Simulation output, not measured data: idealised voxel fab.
process module | voxel released beams
cross-section cut | 170 nm wide | cells 5 nm
A cross-section is a grid of square cells, given in bands from the top down. A band is one or more rows of cells.
Each band's line starts with the height of the band's top and of its bottom, in nm. Then come its materials from left to right, each with its width in nm. One material with "throughout" fills the band from edge to edge. "air" is empty space.
Height 0 is the level under which the wafer as received is all one material. The lowest band goes on downwards, as in "0 down".
A width such as "30 to 40" changes by the same amount from each row of cells to the next, from the band's top row to its bottom row.
"no change" after a step means that no cell of the cross-section changed.
closed voids: empty space of 8 cells or more with no open way to the top, each as width x height at its distance from the left edge, in nm
after a step's settings: what the simulator itself notes on the step
overlay nm, on a step with a mask: how far to the right of its planned place the mask lay; to the left if negative
plan
1 op RECEIVE | material Si
2 op CONFORMAL_DEP | material SiN | thk nm 5
3 op DIRECTIONAL_DEP | material SiO2 | thk nm 20
4 op DIRECTIONAL_DEP | material aC | thk nm 15
5 op PATTERN | tone open | mask id ANCHOR | material resist | width nm 45 | thk nm 30 | overlay nm 0
6 op DIRECTIONAL_ETCH | etch materials aC | depth nm 15
7 op STRIP | etch materials resist
8 op DIRECTIONAL_ETCH | etch materials SiO2 | depth nm 20
9 op STRIP | etch materials aC
10 op CONFORMAL_DEP | material polySi | thk nm 15
11 op DIRECTIONAL_DEP | material aC | thk nm 10
12 op PATTERN | tone cover | mask id BEAM | material resist | width nm 90 | thk nm 25 | overlay nm 0
13 op DIRECTIONAL_ETCH | etch materials aC | depth nm 10
14 op STRIP | etch materials resist
15 op DIRECTIONAL_ETCH | etch materials polySi | depth nm 15
16 op STRIP | etch materials aC
17 op STRIP | etch materials SiO2
as received, after step 1
  0 down: Si throughout
  closed voids: none
a wafer at the end: this start, this plan, one mistake
  55 to 40: air 35 | polySi 90 | air 45
  40 to 25: polySi throughout
  25 to 5: SiO2 40 | polySi 45 | SiO2 85
  5 to 0: SiN throughout
  0 down: Si throughout
  closed voids: none
what went wrong: step 10 was run twice
